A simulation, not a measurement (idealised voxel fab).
process module | voxel ribs on slabs
cross-section cut | 150 nm wide | cells 5 nm
A cross-section is a grid of square cells, given in bands from the top down. A band is one or more rows of cells.
Each band's line starts with the height of the band's top and of its bottom, in nm. Then come its materials from left to right, each with its width in nm. One material with "throughout" fills the band from edge to edge. "air" is empty space.
Height 0 is the level under which the wafer as received is all one material. The lowest band goes on downwards, as in "0 down".
A width such as "30 to 40" changes by the same amount from each row of cells to the next, from the band's top row to its bottom row.
"no change" after a step means that no cell of the cross-section changed.
closed voids: empty space of 8 cells or more with no open way to the top, each as width x height at its distance from the left edge, in nm
after a step's settings: what the simulator itself notes on the step
overlay nm, on a step with a mask: how far to the right of its planned place the mask lay; to the left if negative
plan
1 op RECEIVE | material Si
2 op DIRECTIONAL_DEP | material SiO2 | thk nm 20
3 op DIRECTIONAL_DEP | material polySi | thk nm 25
4 op MASKED_ETCH | tone cover | mask id RIB | width nm 20 | etch materials polySi | depth nm 15 | overlay nm 0
5 op DIRECTIONAL_DEP | material aC | thk nm 15
6 op PATTERN | tone cover | mask id SLAB | material resist | width nm 50 | thk nm 30 | overlay nm 0
7 op DIRECTIONAL_ETCH | etch materials aC | depth nm 15
8 op STRIP | etch materials resist
9 op DIRECTIONAL_ETCH | etch materials polySi | depth nm 10
10 op STRIP | etch materials aC
11 op FILL_DEP | material SiO2 | thk nm 15
12 op CMP | height nm 55
13 op DIRECTIONAL_DEP | material W | thk nm 5
14 op DIRECTIONAL_DEP | material aC | thk nm 15
15 op PATTERN | tone cover | mask id HEATER | material resist | width nm 30 | thk nm 30 | overlay nm 0
16 op DIRECTIONAL_ETCH | etch materials aC | depth nm 15
17 op STRIP | etch materials resist
18 op DIRECTIONAL_ETCH | etch materials W | depth nm 5
19 op STRIP | etch materials aC
20 op CONFORMAL_DEP | material SiO2 | thk nm 10
as received, after step 1
  0 down: Si throughout
  closed voids: none
a wafer at the end: this start, this plan, one mistake
  60 to 55: air 60 | W 30 | air 60
  55 to 45: SiO2 throughout
  45 to 30: SiO2 65 | polySi 20 | SiO2 65
  30 to 20: SiO2 50 | polySi 50 | SiO2 50
  20 to 0: SiO2 throughout
  0 down: Si throughout
  closed voids: none
what went wrong: step 20 was left out
